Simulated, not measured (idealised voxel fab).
process module | voxel capacitor over wiring
The width of the displayed cross-section, cut, is 270 nm; its cells are square, with a size of 5 nm.
This document writes a cross-section as a grid whose cells are square, and gives it as bands, listed from the top down; one or more rows of cells form a band. Band entry format. Leading values: height of top, height of bottom, nm. Remainder: materials in left-to-right order, each with its width in nm. Special words: "everywhere" on a single material, which then fills the band edge to edge; "air", empty space. All heights in this document are referenced to 0, defined as the level beneath which the wafer, as received, consists entirely of one material. The lowest band is not bounded below; it extends indefinitely downward and is written in the form "0 down". The notation "30..40" denotes a width that varies across the rows of cells in the band, beginning at the first number in the top row, finishing at the second number in the bottom row, and changing by an identical amount from each row to the next. When a step is marked "nothing got changed", none of the cells in the cross-section changed during that step. Each empty space that has no open way to the top and spans at least 8 cells appears under "Closed voids list" as width x height at distance, the distance counted from the left edge, all in nm. Whatever follows a step's settings on its line is a remark the simulator itself makes about that step. When a step includes a mask, the "overlay nm" setting on its line states how far to the right of its planned place that mask lay, and negative values state how far to the left.

[Planned process steps]
1: RECEIVE, material Si
2: CONFORMAL_DEP, material SiO2, thk nm 15
3: DIRECTIONAL_DEP, material TiN, thk nm 5
4: DIRECTIONAL_DEP, material Ru, thk nm 25
5: DIRECTIONAL_DEP, material aC, thk nm 15
6: PATTERN, tone cover, mask id METAL_1, material resist, width nm 20, pitch nm 85, thk nm 35, overlay nm 0
7: DIRECTIONAL_ETCH, etch materials aC, depth nm 15
8: STRIP, etch materials resist
9: DIRECTIONAL_ETCH, etch materials Ru, depth nm 25
10: DIRECTIONAL_ETCH, etch materials TiN, depth nm 5
11: STRIP, etch materials aC
12: CONFORMAL_DEP, material SiCN, thk nm 5
13: FILL_DEP, material lowk, thk nm 5
14: CMP, height nm 45
15: CONFORMAL_DEP, material SiCN, thk nm 5
16: DIRECTIONAL_DEP, material SiO2, thk nm 15
17: DIRECTIONAL_DEP, material aC, thk nm 10
18: PATTERN, tone open, mask id PLUG_1, material resist, width nm 15, thk nm 25, overlay nm 0
19: DIRECTIONAL_ETCH, etch materials aC, depth nm 10
20: STRIP, etch materials resist
21: DIRECTIONAL_ETCH, etch materials SiO2, depth nm 15
22: DIRECTIONAL_ETCH, etch materials SiCN, depth nm 5
23: STRIP, etch materials aC
24: CONFORMAL_DEP, material TiN, thk nm 5
25: FILL_DEP, material Ru, thk nm 10
26: CMP, height nm 65
27: DIRECTIONAL_DEP, material TiN, thk nm 5
28: DIRECTIONAL_DEP, material SiN, thk nm 5
29: DIRECTIONAL_DEP, material TiN, thk nm 5
30: MASKED_ETCH, tone cover, mask id UPPER_PLATE, width nm 70, etch materials TiN, depth nm 5, overlay nm 0
31: MASKED_ETCH, tone cover, mask id UPPER_PLATE, width nm 70, etch materials SiN, depth nm 5, overlay nm 0
32: PATTERN, tone cover, mask id LOWER_PLATE, material resist, width nm 80, thk nm 15, overlay nm 0
33: DIRECTIONAL_ETCH, etch materials TiN, depth nm 5
34: STRIP, etch materials resist
35: FILL_DEP, material SiO2, thk nm 20
36: CMP, height nm 95
37: MASKED_ETCH, tone open, mask id PLUG_2, width nm 15, etch materials SiO2, depth nm 15, overlay nm 0
38: CONFORMAL_DEP, material TiN, thk nm 5
39: FILL_DEP, material Ru, thk nm 5
40: CMP, height nm 95
41: CONFORMAL_DEP, material SiN, thk nm 5

[Concerning the first of two wafers, which was run in accordance with the plan]

[Incoming wafer, cross-sectional view, post step 1]
* 0 down: Si everywhere
* Closed voids list: none

[Wafer after step 2 (cross-section)]
* 15 to 0: SiO2 everywhere
* Note: structure below 0 unchanged.

[Wafer after step 3 (cross-section)]
* 20 to 15: TiN everywhere
* Note: structure below 15 unchanged.

[Wafer after step 4 (cross-section)]
* 45 to 20: Ru everywhere
* Note: structure below 20 unchanged.

[Wafer after step 5 (cross-section)]
* 60 to 45: aC everywhere
* Note: structure below 45 unchanged.

[Wafer after step 6 (cross-section)]
* 95 to 60: air: 80, then resist: 20, then air: 65, then resist: 20, then air: 85
* Note: structure below 60 unchanged.

[Wafer after step 7 (cross-section)]
* 80 to 60: air: 80, then resist: 20, then air: 65, then resist: 20, then air: 85
* 60 to 45: air: 80, then aC: 20, then air: 65, then aC: 20, then air: 85
* Note: structure below 45 unchanged.

[Wafer after step 8 (cross-section)]
* 60 to 45: air: 80, then aC: 20, then air: 65, then aC: 20, then air: 85
* Note: structure below 45 unchanged.

[Wafer after step 9 (cross-section)]
* 60 to 45: air: 80, then aC: 20, then air: 65, then aC: 20, then air: 85
* 45 to 20: air: 80, then Ru: 20, then air: 65, then Ru: 20, then air: 85
* Note: structure below 20 unchanged.

[Wafer after step 10 (cross-section)]
* 60 to 45: air: 80, then aC: 20, then air: 65, then aC: 20, then air: 85
* 45 to 20: air: 80, then Ru: 20, then air: 65, then Ru: 20, then air: 85
* 20 to 15: air: 80, then TiN: 20, then air: 65, then TiN: 20, then air: 85
* Note: structure below 15 unchanged.

[Wafer after step 11 (cross-section)]
* 45 to 20: air: 80, then Ru: 20, then air: 65, then Ru: 20, then air: 85
* Note: structure below 20 unchanged.

[Wafer after step 12 (cross-section)]
* 50 to 45: air: 75, then SiCN: 30, then air: 55, then SiCN: 30, then air: 80
* 45 to 20: air: 75, then SiCN: 5, then Ru: 20, then SiCN: 5, then air: 55, then SiCN: 5, then Ru: 20, then SiCN: 5, then air: 80
* 20 to 15: SiCN: 80, then TiN: 20, then SiCN: 65, then TiN: 20, then SiCN: 85
* Note: structure below 15 unchanged.

[Wafer after step 13 (cross-section)]
* 55 to 50: lowk everywhere
* 50 to 45: lowk: 75, then SiCN: 30, then lowk: 55, then SiCN: 30, then lowk: 80
* 45 to 20: lowk: 75, then SiCN: 5, then Ru: 20, then SiCN: 5, then lowk: 55, then SiCN: 5, then Ru: 20, then SiCN: 5, then lowk: 80
* Note: structure below 20 unchanged.

[Wafer after step 14 (cross-section)]
* 45 to 20: lowk: 75, then SiCN: 5, then Ru: 20, then SiCN: 5, then lowk: 55, then SiCN: 5, then Ru: 20, then SiCN: 5, then lowk: 80
* Note: structure below 20 unchanged.

[Wafer after step 15 (cross-section)]
* 50 to 45: SiCN everywhere
* Note: structure below 45 unchanged.

[Wafer after step 16 (cross-section)]
* 65 to 50: SiO2 everywhere
* Note: structure below 50 unchanged.

[Wafer after step 17 (cross-section)]
* 75 to 65: aC everywhere
* Note: structure below 65 unchanged.

[Wafer after step 18 (cross-section)]
* 100 to 75: resist: 85, then air: 15, then resist: 170
* Note: structure below 75 unchanged.

[Wafer after step 19 (cross-section)]
* 90 to 75: resist: 85, then air: 15, then resist: 170
* 75 to 65: aC: 85, then air: 15, then aC: 170
* Note: structure below 65 unchanged.

[Wafer after step 20 (cross-section)]
* 75 to 65: aC: 85, then air: 15, then aC: 170
* Note: structure below 65 unchanged.

[Wafer after step 21 (cross-section)]
* 75 to 65: aC: 85, then air: 15, then aC: 170
* 65 to 50: SiO2: 85, then air: 15, then SiO2: 170
* Note: structure below 50 unchanged.

[Wafer after step 22 (cross-section)]
* 75 to 65: aC: 85, then air: 15, then aC: 170
* 65 to 50: SiO2: 85, then air: 15, then SiO2: 170
* 50 to 45: SiCN: 85, then air: 15, then SiCN: 170
* Note: structure below 45 unchanged.

[Wafer after step 23 (cross-section)]
* 65 to 50: SiO2: 85, then air: 15, then SiO2: 170
* Note: structure below 50 unchanged.

[Wafer after step 24 (cross-section)]
* 70 to 65: TiN: 90, then air: 5, then TiN: 175
* 65 to 50: SiO2: 85, then TiN: 5, then air: 5, then TiN: 5, then SiO2: 170
* 50 to 45: SiCN: 85, then TiN: 15, then SiCN: 170
* Note: structure below 45 unchanged.

[Wafer after step 25 (cross-section)]
* 80 to 70: Ru everywhere
* 70 to 65: TiN: 90, then Ru: 5, then TiN: 175
* 65 to 50: SiO2: 85, then TiN: 5, then Ru: 5, then TiN: 5, then SiO2: 170
* Note: structure below 50 unchanged.

[Wafer after step 26 (cross-section)]
* 65 to 50: SiO2: 85, then TiN: 5, then Ru: 5, then TiN: 5, then SiO2: 170
* Note: structure below 50 unchanged.

[Wafer after step 27 (cross-section)]
* 70 to 65: TiN everywhere
* Note: structure below 65 unchanged.

[Wafer after step 28 (cross-section)]
* 75 to 70: SiN everywhere
* Note: structure below 70 unchanged.

[Wafer after step 29 (cross-section)]
* 80 to 75: TiN everywhere
* Note: structure below 75 unchanged.

[Wafer after step 30 (cross-section)]
* 80 to 75: air: 85, then TiN: 70, then air: 115
* Note: structure below 75 unchanged.

[Wafer after step 31 (cross-section)]
* 80 to 75: air: 85, then TiN: 70, then air: 115
* 75 to 70: air: 85, then SiN: 70, then air: 115
* Note: structure below 70 unchanged.

[Wafer after step 32 (cross-section)]
* 95 to 80: air: 80, then resist: 80, then air: 110
* 80 to 75: air: 80, then resist: 5, then TiN: 70, then resist: 5, then air: 110
* 75 to 70: air: 80, then resist: 5, then SiN: 70, then resist: 5, then air: 110
* Note: structure below 70 unchanged.

[Wafer after step 33 (cross-section)]
* 95 to 80: air: 80, then resist: 80, then air: 110
* 80 to 75: air: 80, then resist: 5, then TiN: 70, then resist: 5, then air: 110
* 75 to 70: air: 80, then resist: 5, then SiN: 70, then resist: 5, then air: 110
* 70 to 65: air: 80, then TiN: 80, then air: 110
* Note: structure below 65 unchanged.

[Wafer after step 34 (cross-section)]
* 80 to 75: air: 85, then TiN: 70, then air: 115
* 75 to 70: air: 85, then SiN: 70, then air: 115
* Note: structure below 70 unchanged.

[Wafer after step 35 (cross-section)]
* 100 to 80: SiO2 everywhere
* 80 to 75: SiO2: 85, then TiN: 70, then SiO2: 115
* 75 to 70: SiO2: 85, then SiN: 70, then SiO2: 115
* 70 to 65: SiO2: 80, then TiN: 80, then SiO2: 110
* Note: structure below 65 unchanged.

[Wafer after step 36 (cross-section)]
* 95 to 80: SiO2 everywhere
* Note: structure below 80 unchanged.

[Wafer after step 37 (cross-section)]
* 95 to 80: SiO2: 95, then air: 15, then SiO2: 160
* Note: structure below 80 unchanged.

[Wafer after step 38 (cross-section)]
* 100 to 95: TiN: 100, then air: 5, then TiN: 165
* 95 to 85: SiO2: 95, then TiN: 5, then air: 5, then TiN: 5, then SiO2: 160
* 85 to 75: SiO2: 95..85, then TiN: 15..70, then SiO2: 160..115
* Note: structure below 75 unchanged.

[Wafer after step 39 (cross-section)]
* 105 to 100: Ru everywhere
* 100 to 95: TiN: 100, then Ru: 5, then TiN: 165
* 95 to 85: SiO2: 95, then TiN: 5, then Ru: 5, then TiN: 5, then SiO2: 160
* Note: structure below 85 unchanged.

[Wafer after step 40 (cross-section)]
* 95 to 85: SiO2: 95, then TiN: 5, then Ru: 5, then TiN: 5, then SiO2: 160
* Note: structure below 85 unchanged.

[Wafer after step 41 (cross-section)]
* 100 to 95: SiN everywhere
* Note: structure below 95 unchanged.

[What follows concerns the second wafer, which started out like the first and was meant to follow the very same plan; one mistake crept in when it was run, but everything up to and including step 26 is the same as for the first wafer]

[Second wafer, sectioned view, at step 27's planned end time]
* 70 to 65: SiN everywhere
* Note: structure below 65 unchanged.

[Second wafer, sectioned view, at step 28's planned end time]
* 75 to 70: TiN everywhere
* Note: structure below 70 unchanged.

[Second wafer, sectioned view, at step 29's planned end time]
* 80 to 70: TiN everywhere
* Note: structure below 70 unchanged.

[Second wafer, sectioned view, at step 30's planned end time]
* 80 to 75: air: 85, then TiN: 70, then air: 115
* Note: structure below 75 unchanged.

Second wafer, sectioned view, at step 31's planned end time: nothing got changed

[Second wafer, sectioned view, at step 32's planned end time]
* 95 to 80: air: 80, then resist: 80, then air: 110
* 80 to 75: air: 80, then resist: 5, then TiN: 70, then resist: 5, then air: 110
* Note: structure below 75 unchanged.

[Second wafer, sectioned view, at step 33's planned end time]
* 95 to 80: air: 80, then resist: 80, then air: 110
* 80 to 75: air: 80, then resist: 5, then TiN: 70, then resist: 5, then air: 110
* 75 to 70: air: 80, then TiN: 80, then air: 110
* Note: structure below 70 unchanged.

[Second wafer, sectioned view, at step 34's planned end time]
* 80 to 70: air: 85..80, then TiN: 70..80, then air: 115..110
* Note: structure below 70 unchanged.

[Second wafer, sectioned view, at step 35's planned end time]
* 100 to 80: SiO2 everywhere
* 80 to 70: SiO2: 85..80, then TiN: 70..80, then SiO2: 115..110
* Note: structure below 70 unchanged.

[Second wafer, sectioned view, at step 36's planned end time]
* 95 to 80: SiO2 everywhere
* Note: structure below 80 unchanged.

[Second wafer, sectioned view, at step 37's planned end time]
* 95 to 80: SiO2: 95, then air: 15, then SiO2: 160
* Note: structure below 80 unchanged.

[Second wafer, sectioned view, at step 38's planned end time]
* 100 to 95: TiN: 100, then air: 5, then TiN: 165
* 95 to 85: SiO2: 95, then TiN: 5, then air: 5, then TiN: 5, then SiO2: 160
* 85 to 75: SiO2: 95..85, then TiN: 15..70, then SiO2: 160..115
* Note: structure below 75 unchanged.

[Second wafer, sectioned view, at step 39's planned end time]
* 105 to 100: Ru everywhere
* 100 to 95: TiN: 100, then Ru: 5, then TiN: 165
* 95 to 85: SiO2: 95, then TiN: 5, then Ru: 5, then TiN: 5, then SiO2: 160
* Note: structure below 85 unchanged.

[Second wafer, sectioned view, at step 40's planned end time]
* 95 to 85: SiO2: 95, then TiN: 5, then Ru: 5, then TiN: 5, then SiO2: 160
* Note: structure below 85 unchanged.

[Second wafer, sectioned view, at step 41's planned end time]
* 100 to 95: SiN everywhere
* Note: structure below 95 unchanged.
What was done differently from what was planned? sequence error: steps 27 and 28 interchanged
The closing comparison, in cells, has the second wafer with more or fewer of some materials than the first: +40 SiN, -40 SiO2
